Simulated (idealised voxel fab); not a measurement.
A process module follows: voxel lift off.
We display cut, a cross-section 275 nm in width whose square cells are each 5 nm.
Throughout this document, each cross-section is represented as a grid of square cells and is presented as a sequence of bands enumerated from the top downward, where a band comprises one or more rows of cells. Band entry format. Leading values: height of top, height of bottom, nm. Remainder: materials in left-to-right order, each with its width in nm. Special words: "throughout" on a single material, which then fills the band edge to edge; "empty", empty space. We count height from 0. Below that, the starting wafer is all one material. The lowest band never ends at the bottom but goes on down; see "0 -> down" for how that is written. Top row gets the first number, bottom row gets the second, and each row in between changes by the same step: that is how a band width like "30..40" works. Reading "same as before" for a step: not a cell of the cross-section changed in it. Listed in "Unvented internal voids": every empty space of 8 or more cells without an open way to the top. Form: width x height at distance, the distance being from the left edge, all in nm. Formally, on a step line, whatever follows the settings is a remark that the simulator itself makes on the step. overlay nm, on a step with a mask: how far to the right of its planned place the mask lay; to the left if negative.

**Below is the list of planned process steps**
1) RECEIVE [material Si]
2) CONFORMAL_DEP [material Al2O3] [thk nm 10]
3) PATTERN [tone open] [mask id LINES] [material resist] [width nm 15] [pitch nm 45] [thk nm 25] [overlay nm 0]
4) DIRECTIONAL_DEP [material Ru] [thk nm 15]
5) STRIP [etch materials resist]
6) CONFORMAL_DEP [material SiN] [thk nm 10]

**First wafer out of two, processed as planned**

**Wafer as received: cross-section following step 1**
    0 -> down  Si throughout
    Unvented internal voids: none

**You're looking at a cross-section of the wafer after step 2**
    10 -> 0  Al2O3 throughout
    Heights below 0 show no change.

**You're looking at a cross-section of the wafer after step 3**
    35 -> 10  105 resist / 15 empty / 30 resist / 15 empty / 110 resist
    Heights below 10 show no change.

**You're looking at a cross-section of the wafer after step 4**
    50 -> 35  105 Ru / 15 empty / 30 Ru / 15 empty / 110 Ru
    35 -> 25  105 resist / 15 empty / 30 resist / 15 empty / 110 resist
    25 -> 10  105 resist / 15 Ru / 30 resist / 15 Ru / 110 resist
    Heights below 10 show no change.

**You're looking at a cross-section of the wafer after step 5**
    25 -> 10  105 empty / 15 Ru / 30 empty / 15 Ru / 110 empty
    Heights below 10 show no change.

**You're looking at a cross-section of the wafer after step 6**
    35 -> 25  95 empty / 35 SiN / 10 empty / 35 SiN / 100 empty
    25 -> 20  95 empty / 10 SiN / 15 Ru / 10 SiN / 10 empty / 10 SiN / 15 Ru / 10 SiN / 100 empty
    20 -> 10  105 SiN / 15 Ru / 30 SiN / 15 Ru / 110 SiN
    Heights below 10 show no change.

**Second of two: same start, same plan, one run error; steps up to and including 2 match the first**

**Cross-sectional representation of the second wafer at the time designated in the plan for the completion of step 3**
    35 -> 10  110 resist / 15 empty / 30 resist / 15 empty / 105 resist
    Heights below 10 show no change.

**Cross-sectional representation of the second wafer at the time designated in the plan for the completion of step 4**
    50 -> 35  110 Ru / 15 empty / 30 Ru / 15 empty / 105 Ru
    35 -> 25  110 resist / 15 empty / 30 resist / 15 empty / 105 resist
    25 -> 10  110 resist / 15 Ru / 30 resist / 15 Ru / 105 resist
    Heights below 10 show no change.

**Cross-sectional representation of the second wafer at the time designated in the plan for the completion of step 5**
    25 -> 10  110 empty / 15 Ru / 30 empty / 15 Ru / 105 empty
    Heights below 10 show no change.

**Cross-sectional representation of the second wafer at the time designated in the plan for the completion of step 6**
    35 -> 25  100 empty / 35 SiN / 10 empty / 35 SiN / 95 empty
    25 -> 20  100 empty / 10 SiN / 15 Ru / 10 SiN / 10 empty / 10 SiN / 15 Ru / 10 SiN / 95 empty
    20 -> 10  110 SiN / 15 Ru / 30 SiN / 15 Ru / 105 SiN
    Heights below 10 show no change.
Finding, execution versus plan: the process deviated at step 3: the operation and settings actually run there were PATTERN [tone open] [mask id LINES] [material resist] [width nm 15] [pitch nm 45] [thk nm 25] [overlay nm 5]
Cell counts per material: same on both final wafers. Positions: different.
